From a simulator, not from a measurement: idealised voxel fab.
process module | voxel capacitor over wiring
cross-section cut | 235 nm wide | cells 5 nm
A cross-section is a grid of square cells, given in bands from the top down. A band is one or more rows of cells.
Each band's line starts with the height of the band's top and of its bottom, in nm. Then come its materials from left to right, each with its width in nm. One material with "throughout" fills the band from edge to edge. "air" is empty space.
Height 0 is the level under which the wafer as received is all one material. The lowest band goes on downwards, as in "0 down".
A width such as "30 to 40" changes by the same amount from each row of cells to the next, from the band's top row to its bottom row.
"no change" after a step means that no cell of the cross-section changed.
closed voids: empty space of 8 cells or more with no open way to the top, each as width x height at its distance from the left edge, in nm
after a step's settings: what the simulator itself notes on the step
overlay nm, on a step with a mask: how far to the right of its planned place the mask lay; to the left if negative
plan
1 op RECEIVE | material Si
2 op CONFORMAL_DEP | material SiO2 | thk nm 10
3 op CONFORMAL_DEP | material SiCN | thk nm 5
4 op DIRECTIONAL_DEP | material lowk | thk nm 20
5 op DIRECTIONAL_DEP | material aC | thk nm 15
6 op PATTERN | tone open | mask id METAL_1 | material resist | width nm 30 | pitch nm 85 | thk nm 30 | overlay nm 0
7 op DIRECTIONAL_ETCH | etch materials aC | depth nm 15
8 op STRIP | etch materials resist
9 op DIRECTIONAL_ETCH | etch materials lowk | depth nm 20
10 op DIRECTIONAL_ETCH | etch materials SiCN | depth nm 5
11 op STRIP | etch materials aC
12 op CONFORMAL_DEP | material TiN | thk nm 5
13 op FILL_DEP | material Ru | thk nm 10
14 op CMP | height nm 35
15 op CONFORMAL_DEP | material SiCN | thk nm 5
16 op DIRECTIONAL_DEP | material lowk | thk nm 10
17 op MASKED_ETCH | tone open | mask id PLUG_1 | width nm 15 | etch materials lowk | depth nm 10 | overlay nm 0
18 op MASKED_ETCH | tone open | mask id PLUG_1 | width nm 15 | etch materials SiCN | depth nm 5 | overlay nm 0
19 op EPI | material Ru | thk nm 10
20 op EPI | material Ru | thk nm 5
21 op DIRECTIONAL_DEP | material TiN | thk nm 10
22 op DIRECTIONAL_DEP | material HfO2 | thk nm 5
23 op DIRECTIONAL_DEP | material TiN | thk nm 5
24 op PATTERN | tone cover | mask id UPPER_PLATE | material resist | width nm 60 | thk nm 15 | overlay nm 0
25 op DIRECTIONAL_ETCH | etch materials TiN | depth nm 5
26 op DIRECTIONAL_ETCH | etch materials HfO2 | depth nm 5
27 op STRIP | etch materials resist
28 op PATTERN | tone cover | mask id LOWER_PLATE | material resist | width nm 70 | thk nm 20 | overlay nm 0
29 op DIRECTIONAL_ETCH | etch materials TiN | depth nm 10
30 op STRIP | etch materials resist
31 op FILL_DEP | material SiO2 | thk nm 20
32 op CMP | height nm 85
33 op DIRECTIONAL_DEP | material aC | thk nm 10
34 op PATTERN | tone open | mask id PLUG_2 | material resist | width nm 15 | thk nm 30 | overlay nm 0
35 op DIRECTIONAL_ETCH | etch materials aC | depth nm 10
36 op STRIP | etch materials resist
37 op DIRECTIONAL_ETCH | etch materials SiO2 | depth nm 15
38 op STRIP | etch materials aC
39 op CONFORMAL_DEP | material TiN | thk nm 5
40 op FILL_DEP | material Cu | thk nm 5
41 op CMP | height nm 85
42 op CONFORMAL_DEP | material SiN | thk nm 5
first wafer, as planned
as received, after step 1
  0 down: Si throughout
  closed voids: none
after step 2
  10 to 0: SiO2 throughout
  below 0: unchanged
after step 3
  15 to 10: SiCN throughout
  below 10: unchanged
after step 4
  35 to 15: lowk throughout
  below 15: unchanged
after step 5
  50 to 35: aC throughout
  below 35: unchanged
after step 6
  80 to 50: resist 60 | air 30 | resist 55 | air 30 | resist 60
  below 50: unchanged
after step 7
  65 to 50: resist 60 | air 30 | resist 55 | air 30 | resist 60
  50 to 35: aC 60 | air 30 | aC 55 | air 30 | aC 60
  below 35: unchanged
after step 8
  50 to 35: aC 60 | air 30 | aC 55 | air 30 | aC 60
  below 35: unchanged
after step 9
  50 to 35: aC 60 | air 30 | aC 55 | air 30 | aC 60
  35 to 15: lowk 60 | air 30 | lowk 55 | air 30 | lowk 60
  below 15: unchanged
after step 10
  50 to 35: aC 60 | air 30 | aC 55 | air 30 | aC 60
  35 to 15: lowk 60 | air 30 | lowk 55 | air 30 | lowk 60
  15 to 10: SiCN 60 | air 30 | SiCN 55 | air 30 | SiCN 60
  below 10: unchanged
after step 11
  35 to 15: lowk 60 | air 30 | lowk 55 | air 30 | lowk 60
  below 15: unchanged
after step 12
  40 to 35: TiN 65 | air 20 | TiN 65 | air 20 | TiN 65
  35 to 15: lowk 60 | TiN 5 | air 20 | TiN 5 | lowk 55 | TiN 5 | air 20 | TiN 5 | lowk 60
  15 to 10: SiCN 60 | TiN 30 | SiCN 55 | TiN 30 | SiCN 60
  below 10: unchanged
after step 13
  50 to 40: Ru throughout
  40 to 35: TiN 65 | Ru 20 | TiN 65 | Ru 20 | TiN 65
  35 to 15: lowk 60 | TiN 5 | Ru 20 | TiN 5 | lowk 55 | TiN 5 | Ru 20 | TiN 5 | lowk 60
  below 15: unchanged
after step 14
  35 to 15: lowk 60 | TiN 5 | Ru 20 | TiN 5 | lowk 55 | TiN 5 | Ru 20 | TiN 5 | lowk 60
  below 15: unchanged
after step 15
  40 to 35: SiCN throughout
  below 35: unchanged
after step 16
  50 to 40: lowk throughout
  below 40: unchanged
after step 17
  50 to 40: lowk 75 | air 15 | lowk 145
  below 40: unchanged
after step 18
  50 to 40: lowk 75 | air 15 | lowk 145
  40 to 35: SiCN 75 | air 15 | SiCN 145
  below 35: unchanged
after step 19
  50 to 45: lowk 75 | air 15 | lowk 145
  45 to 40: lowk 75 | Ru 15 | lowk 145
  40 to 35: SiCN 75 | Ru 15 | SiCN 145
  below 35: unchanged
after step 20
  50 to 40: lowk 75 | Ru 15 | lowk 145
  below 40: unchanged
after step 21
  60 to 50: TiN throughout
  below 50: unchanged
after step 22
  65 to 60: HfO2 throughout
  below 60: unchanged
after step 23
  70 to 65: TiN throughout
  below 65: unchanged
after step 24
  85 to 70: air 75 | resist 60 | air 100
  below 70: unchanged
after step 25
  85 to 70: air 75 | resist 60 | air 100
  70 to 65: air 75 | TiN 60 | air 100
  below 65: unchanged
after step 26
  85 to 70: air 75 | resist 60 | air 100
  70 to 65: air 75 | TiN 60 | air 100
  65 to 60: air 75 | HfO2 60 | air 100
  below 60: unchanged
after step 27
  70 to 65: air 75 | TiN 60 | air 100
  below 65: unchanged
after step 28
  90 to 70: air 70 | resist 70 | air 95
  70 to 65: air 70 | resist 5 | TiN 60 | resist 5 | air 95
  65 to 60: air 70 | resist 5 | HfO2 60 | resist 5 | air 95
  below 60: unchanged
after step 29
  90 to 70: air 70 | resist 70 | air 95
  70 to 65: air 70 | resist 5 | TiN 60 | resist 5 | air 95
  65 to 60: air 70 | resist 5 | HfO2 60 | resist 5 | air 95
  60 to 50: air 70 | TiN 70 | air 95
  below 50: unchanged
after step 30
  70 to 65: air 75 | TiN 60 | air 100
  65 to 60: air 75 | HfO2 60 | air 100
  below 60: unchanged
after step 31
  90 to 70: SiO2 throughout
  70 to 65: SiO2 75 | TiN 60 | SiO2 100
  65 to 60: SiO2 75 | HfO2 60 | SiO2 100
  60 to 50: SiO2 70 | TiN 70 | SiO2 95
  below 50: unchanged
after step 32
  85 to 70: SiO2 throughout
  below 70: unchanged
after step 33
  95 to 85: aC throughout
  below 85: unchanged
after step 34
  125 to 95: resist 85 | air 15 | resist 135
  below 95: unchanged
after step 35
  115 to 95: resist 85 | air 15 | resist 135
  95 to 85: aC 85 | air 15 | aC 135
  below 85: unchanged
after step 36
  95 to 85: aC 85 | air 15 | aC 135
  below 85: unchanged
after step 37
  95 to 85: aC 85 | air 15 | aC 135
  85 to 70: SiO2 85 | air 15 | SiO2 135
  below 70: unchanged
after step 38
  85 to 70: SiO2 85 | air 15 | SiO2 135
  below 70: unchanged
after step 39
  90 to 85: TiN 90 | air 5 | TiN 140
  85 to 75: SiO2 85 | TiN 5 | air 5 | TiN 5 | SiO2 135
  75 to 65: SiO2 85 to 75 | TiN 15 to 60 | SiO2 135 to 100
  below 65: unchanged
after step 40
  95 to 90: Cu throughout
  90 to 85: TiN 90 | Cu 5 | TiN 140
  85 to 75: SiO2 85 | TiN 5 | Cu 5 | TiN 5 | SiO2 135
  below 75: unchanged
after step 41
  85 to 75: SiO2 85 | TiN 5 | Cu 5 | TiN 5 | SiO2 135
  below 75: unchanged
after step 42
  90 to 85: SiN throughout
  below 85: unchanged
second wafer: like start, like plan, one mistake. Through step 30 it matches the first wafer
when step 31 should have ended
  90 to 70: HfO2 throughout
  70 to 65: HfO2 75 | TiN 60 | HfO2 100
  65 to 60: HfO2 throughout
  60 to 50: HfO2 70 | TiN 70 | HfO2 95
  below 50: unchanged
when step 32 should have ended
  85 to 70: HfO2 throughout
  below 70: unchanged
when step 33 should have ended
  95 to 85: aC throughout
  below 85: unchanged
when step 34 should have ended
  125 to 95: resist 85 | air 15 | resist 135
  below 95: unchanged
when step 35 should have ended
  115 to 95: resist 85 | air 15 | resist 135
  95 to 85: aC 85 | air 15 | aC 135
  below 85: unchanged
when step 36 should have ended
  95 to 85: aC 85 | air 15 | aC 135
  below 85: unchanged
when step 37 should have ended: no change
when step 38 should have ended
  85 to 70: HfO2 throughout
  below 70: unchanged
when step 39 should have ended
  90 to 85: TiN throughout
  below 85: unchanged
when step 40 should have ended
  95 to 90: Cu throughout
  below 90: unchanged
when step 41 should have ended
  85 to 70: HfO2 throughout
  below 70: unchanged
when step 42 should have ended
  90 to 85: SiN throughout
  below 85: unchanged
what went wrong: step 31 ran as: op FILL_DEP | material HfO2 | thk nm 20
at the end the second wafer has, in cells: 2 fewer of Cu | 277 more of HfO2 | 268 fewer of SiO2 | 7 fewer of TiN
